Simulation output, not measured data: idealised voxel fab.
process module | voxel spacer lines
cross-section cut | 245 nm wide | cells 5 nm
A cross-section is a grid of square cells, given in bands from the top down. A band is one or more rows of cells.
Each band's line starts with the height of the band's top and of its bottom, in nm. Then come its materials from left to right, each with its width in nm. One material with "throughout" fills the band from edge to edge. "air" is empty space.
Height 0 is the level under which the wafer as received is all one material. The lowest band goes on downwards, as in "0 down".
A width such as "30 to 40" changes by the same amount from each row of cells to the next, from the band's top row to its bottom row.
"no change" after a step means that no cell of the cross-section changed.
closed voids: empty space of 8 cells or more with no open way to the top, each as width x height at its distance from the left edge, in nm
after a step's settings: what the simulator itself notes on the step
overlay nm, on a step with a mask: how far to the right of its planned place the mask lay; to the left if negative
plan
1 op RECEIVE | material Si
2 op CONFORMAL_DEP | material Al2O3 | thk nm 10
3 op DIRECTIONAL_DEP | material SiN | thk nm 20
4 op DIRECTIONAL_DEP | material aC | thk nm 20
5 op PATTERN | tone cover | mask id MANDREL | material resist | width nm 25 | pitch nm 70 | thk nm 30 | overlay nm 0
6 op DIRECTIONAL_ETCH | etch materials aC | depth nm 20
7 op STRIP | etch materials resist
8 op CONFORMAL_DEP | material SiO2 | thk nm 10
9 op DIRECTIONAL_ETCH | etch materials SiO2 | depth nm 10
10 op STRIP | etch materials aC
11 op DIRECTIONAL_ETCH | etch materials SiN | depth nm 20
12 op STRIP | etch materials SiO2
as received, after step 1
  0 down: Si throughout
  closed voids: none
a wafer at the end: this start, this plan, one mistake
  30 to 10: air 75 | SiN 10 | air 5 | SiN 10 | air 45 | SiN 10 | air 5 | SiN 10 | air 75
  10 to 0: Al2O3 throughout
  0 down: Si throughout
  closed voids: none
what went wrong: step 5 ran as: op PATTERN | tone open | mask id MANDREL | material resist | width nm 25 | pitch nm 70 | thk nm 30 | overlay nm 0
